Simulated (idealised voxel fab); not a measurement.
process module | voxel self aligned vias
cross-section cut | 260 nm wide | cells 5 nm
A cross-section is a grid of square cells, given in bands from the top down. A band is one or more rows of cells.
Each band's line starts with the height of the band's top and of its bottom, in nm. Then come its materials from left to right, each with its width in nm. One material with "throughout" fills the band from edge to edge. "air" is empty space.
Height 0 is the level under which the wafer as received is all one material. The lowest band goes on downwards, as in "0 down".
A width such as "30 to 40" changes by the same amount from each row of cells to the next, from the band's top row to its bottom row.
"no change" after a step means that no cell of the cross-section changed.
closed voids: empty space of 8 cells or more with no open way to the top, each as width x height at its distance from the left edge, in nm
after a step's settings: what the simulator itself notes on the step
overlay nm, on a step with a mask: how far to the right of its planned place the mask lay; to the left if negative
plan
1 op RECEIVE | material Si
2 op CONFORMAL_DEP | material SiO2 | thk nm 10
3 op CONFORMAL_DEP | material SiCN | thk nm 5
4 op DIRECTIONAL_DEP | material lowk | thk nm 30
5 op PATTERN | tone open | mask id LINES | material resist | width nm 20 | pitch nm 50 | thk nm 20 | overlay nm 0
6 op DIRECTIONAL_ETCH | etch materials lowk | depth nm 30
7 op STRIP | etch materials resist
8 op CONFORMAL_DEP | material TiN | thk nm 5
9 op FILL_DEP | material W | thk nm 10
10 op CMP | height nm 45
11 op SELECTIVE_ETCH | etch materials W Ru TiN | depth nm 5
12 op FILL_DEP | material SiN | thk nm 10
13 op CMP | height nm 45
14 op DIRECTIONAL_DEP | material lowk | thk nm 20
15 op MASKED_ETCH | tone open | mask id VIAS | width nm 30 | etch materials lowk | depth nm 20 | overlay nm 0
16 op MASKED_ETCH | tone open | mask id VIAS | width nm 30 | etch materials SiN | depth nm 5 | overlay nm 0
17 op CONFORMAL_DEP | material TiN | thk nm 5
18 op FILL_DEP | material Cu | thk nm 5
19 op CMP | height nm 65
20 op CONFORMAL_DEP | material SiCN | thk nm 5
as received, after step 1
  0 down: Si throughout
  closed voids: none
first wafer at the end, as planned
  70 to 65: SiCN throughout
  65 to 50: lowk 90 | TiN 5 | Cu 20 | TiN 5 | lowk 140
  50 to 45: lowk 90 | TiN 10 | Cu 10 | TiN 10 | lowk 140
  45 to 40: lowk 95 | TiN 20 | lowk 30 | SiN 20 | lowk 95
  40 to 20: lowk 95 | TiN 5 | W 10 | TiN 5 | lowk 30 | TiN 5 | W 10 | TiN 5 | lowk 95
  20 to 15: lowk 95 | TiN 20 | lowk 30 | TiN 20 | lowk 95
  15 to 10: SiCN throughout
  10 to 0: SiO2 throughout
  0 down: Si throughout
  closed voids: none
second wafer at the end: like start, like plan, one mistake
  70 to 65: SiCN throughout
  65 to 45: lowk 90 | TiN 5 | Cu 20 | TiN 5 | lowk 140
  45 to 40: SiN 90 | TiN 30 | SiN 140
  40 to 35: TiN 100 | W 10 | TiN 40 | W 10 | TiN 100
  35 to 10: lowk 95 | TiN 5 | W 10 | TiN 5 | lowk 30 | TiN 5 | W 10 | TiN 5 | lowk 95
  10 to 5: lowk 95 | TiN 20 | lowk 30 | TiN 20 | lowk 95
  5 to 0: SiCN throughout
  0 down: Si throughout
  closed voids: none
what went wrong: step 2 was left out
at the end the second wafer has, in cells: 2 more of Cu | 42 more of SiN | 104 fewer of SiO2 | 52 more of TiN | 8 more of W
